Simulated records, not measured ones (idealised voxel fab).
Presented below is a process module, voxel trench capacitor.
Section shown: cut. Width: 275 nm. Cell size: 5 nm, square.
Just so we're on the same page, the cross-sections are grids of square cells, and they're listed out in bands top to bottom, each band one or more rows deep.
Within each band entry, the heights of the top and of the bottom of the band appear first, in that order and in nm; the materials of the band then follow from left to right, each with its corresponding width in nm. The designation "edge to edge" on a single material indicates that it fills the band from edge to edge; the designation "blank" indicates empty space.
For the purposes of this specification, 0 denotes the height below which the wafer in its as-received condition is composed wholly of one material, and the lowermost band, lacking a lower limit, extends downward without end, as expressed in "z 0 and below".
Quick explanation for "30..40": the width changes in equal steps down the rows of cells, from the first number in the band's top row to the second number in its bottom row.
"remained unchanged", as given for a step, is the statement that not any cell of the cross-section underwent a change during that step.
Heads up: "Closed void table" only lists the empty pockets with no open path to the top that are 8 cells or more, and it writes them as width x height at distance, distance from the left edge, in nm.
Heads up: the bit after the settings on a step's line is the simulator's remark on that step.
If you see "overlay nm" on a step's line and that step has a mask, it's telling you how far right of where it was planned the mask ended up; a negative number means it went left instead.
Planned process steps:
step 1: RECEIVE [material Si]
step 2: CONFORMAL_DEP [material SiN] [thk nm 5]
step 3: PATTERN [tone open] [mask id TRENCH] [material resist] [width nm 30] [pitch nm 50] [thk nm 15] [overlay nm 0]
step 4: DIRECTIONAL_ETCH [etch materials SiN] [depth nm 5]
step 5: DIRECTIONAL_ETCH [etch materials Si] [depth nm 25]
step 6: STRIP [etch materials resist]
step 7: CONFORMAL_DEP [material HfO2] [thk nm 5]
step 8: CONFORMAL_DEP [material TiN] [thk nm 5]
step 9: FILL_DEP [material W] [thk nm 10]
step 10: CMP [height nm 5]
Wafer at receipt (post step 1), cross-section:
- z 0 and below | Si edge to edge
- Closed void table: none
Here's the wafer cut in cross-section after the module, started and planned just like above, except one thing was done wrong in the run:
- z 5 to 0 | HfO2 edge to edge
- z 0 and below | Si edge to edge
- Closed void table: none
Here's what went sideways: not per plan at step 2, really ran CONFORMAL_DEP [material HfO2] [thk nm 5]
